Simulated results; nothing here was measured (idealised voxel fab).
process module | voxel capacitor over wiring
The cross-section shown here is cut; it is 160 nm wide and divided into square cells measuring 5 nm on a side.
Cross-section, as written here: a square-cell grid given band by band from the top down, where a band holds one or more rows of cells.
Heads up on the band format: heights come first, top then bottom, in nm. After that it's the materials left to right, each with its width in nm. A single material flagged "throughout" fills the whole band edge to edge, and "empty" means there's empty space there.
Where do heights start? At 0: under that level the wafer as delivered is made of one material only. And the lowest band has no floor; it just carries on downward, as in "top 0, no bottom".
The notation "30..40" denotes a width that varies across the rows of cells in the band, beginning at the first number in the top row, finishing at the second number in the bottom row, and changing by an identical amount from each row to the next.
Basically "nothing changed" means that step didn't change any cell in the cross-section.
Entry "Internal closed voids" = empty spaces >= 8 cells with no open way to the top; each as width x height at distance, distance from left edge, all nm.
If you see something after the settings on a step's line, that's the simulator's own remark about that step.
"overlay nm", when on a step's line for a step with a mask, measures how far to the right of its planned place the mask lay; a negative measure means to the left.

Planned step list for the process
| 1 | RECEIVE with material Si |
| 2 | CONFORMAL_DEP with material SiO2, thk nm 15 |
| 3 | DIRECTIONAL_DEP with material TiN, thk nm 5 |
| 4 | DIRECTIONAL_DEP with material W, thk nm 25 |
| 5 | DIRECTIONAL_DEP with material aC, thk nm 10 |
| 6 | PATTERN with tone cover, mask id METAL_1, material resist, width nm 20, pitch nm 70, thk nm 25, overlay nm 0 |
| 7 | DIRECTIONAL_ETCH with etch materials aC, depth nm 10 |
| 8 | STRIP with etch materials resist |
| 9 | DIRECTIONAL_ETCH with etch materials W, depth nm 25 |
| 10 | DIRECTIONAL_ETCH with etch materials TiN, depth nm 5 |
| 11 | STRIP with etch materials aC |
| 12 | FILL_DEP with material SiO2, thk nm 5 |
| 13 | CMP with height nm 45 |
| 14 | CONFORMAL_DEP with material SiCN, thk nm 5 |
| 15 | DIRECTIONAL_DEP with material lowk, thk nm 10 |
| 16 | MASKED_ETCH with tone open, mask id PLUG_1, width nm 15, etch materials lowk, depth nm 10, overlay nm 0 |
| 17 | MASKED_ETCH with tone open, mask id PLUG_1, width nm 15, etch materials SiCN, depth nm 5, overlay nm 0 |
| 18 | EPI with material Ru, thk nm 10 |
| 19 | EPI with material Ru, thk nm 5 |
| 20 | DIRECTIONAL_DEP with material TiN, thk nm 10 |
| 21 | DIRECTIONAL_DEP with material SiN, thk nm 5 |
| 22 | DIRECTIONAL_DEP with material TiN, thk nm 10 |
| 23 | DIRECTIONAL_DEP with material aC, thk nm 10 |
| 24 | PATTERN with tone cover, mask id UPPER_PLATE, material resist, width nm 55, thk nm 30, overlay nm 0 |
| 25 | DIRECTIONAL_ETCH with etch materials aC, depth nm 10 |
| 26 | STRIP with etch materials resist |
| 27 | DIRECTIONAL_ETCH with etch materials TiN, depth nm 10 |
| 28 | DIRECTIONAL_ETCH with etch materials SiN, depth nm 5 |
| 29 | STRIP with etch materials aC |
| 30 | PATTERN with tone cover, mask id LOWER_PLATE, material resist, width nm 65, thk nm 20, overlay nm 0 |
| 31 | DIRECTIONAL_ETCH with etch materials TiN, depth nm 10 |
| 32 | STRIP with etch materials resist |
| 33 | FILL_DEP with material SiO2, thk nm 15 |
| 34 | CMP with height nm 95 |
| 35 | PATTERN with tone open, mask id PLUG_2, material resist, width nm 15, thk nm 15, overlay nm 0 |
| 36 | DIRECTIONAL_ETCH with etch materials SiO2, depth nm 10 |
| 37 | STRIP with etch materials resist |
| 38 | CONFORMAL_DEP with material TiN, thk nm 5 |
| 39 | FILL_DEP with material W, thk nm 10 |
| 40 | CMP with height nm 95 |
| 41 | CONFORMAL_DEP with material SiCN, thk nm 5 |

Incoming wafer in cross-section (state: after step 1)
- top 0, no bottom | Si throughout
- Internal closed voids: none

The first of two wafers, cross-sectioned at the end of the module, with the run proceeding as planned
- top 100, bottom 95 | SiCN throughout
- top 95, bottom 90 | 50 SiO2  5 TiN  5 W  5 TiN  95 SiO2
- top 90, bottom 85 | 50 SiO2  15 TiN  95 SiO2
- top 85, bottom 75 | 40 SiO2  55 TiN  65 SiO2
- top 75, bottom 70 | 40 SiO2  55 SiN  65 SiO2
- top 70, bottom 60 | 35 SiO2  65 TiN  60 SiO2
- top 60, bottom 50 | 40 lowk  15 Ru  105 lowk
- top 50, bottom 45 | 40 SiCN  15 Ru  105 SiCN
- top 45, bottom 20 | 35 SiO2  20 W  50 SiO2  20 W  35 SiO2
- top 20, bottom 15 | 35 SiO2  20 TiN  50 SiO2  20 TiN  35 SiO2
- top 15, bottom 0 | SiO2 throughout
- top 0, no bottom | Si throughout
- Internal closed voids: none

Wafer two cross-section, module end. Start and plan unchanged from wafer one; one mistake made during the run
- top 100, bottom 95 | SiCN throughout
- top 95, bottom 90 | 50 SiO2  5 TiN  5 W  5 TiN  95 SiO2
- top 90, bottom 85 | 50 SiO2  15 TiN  95 SiO2
- top 85, bottom 75 | 40 SiO2  55 TiN  65 SiO2
- top 75, bottom 70 | 40 SiO2  55 SiN  65 SiO2
- top 70, bottom 60 | 35 SiO2  65 TiN  60 SiO2
- top 60, bottom 50 | 40 lowk  15 Ru  105 lowk
- top 50, bottom 45 | 40 SiCN  15 Ru  105 SiCN
- top 45, bottom 20 | 30 SiO2  30 W  40 SiO2  30 W  30 SiO2
- top 20, bottom 15 | 30 SiO2  30 TiN  40 SiO2  30 TiN  30 SiO2
- top 15, bottom 0 | SiO2 throughout
- top 0, no bottom | Si throughout
- Internal closed voids: none
Deviation noted in wafer processing: so step 6 ended up running with a different setting than we planned, it ran as PATTERN with tone cover, mask id METAL_1, material resist, width nm 30, pitch nm 70, thk nm 25, overlay nm 0
Upon completion, the second wafer contains, in terms of cells, a greater or smaller amount of certain materials than the first wafer: SiO2 -24 | TiN +4 | W +20
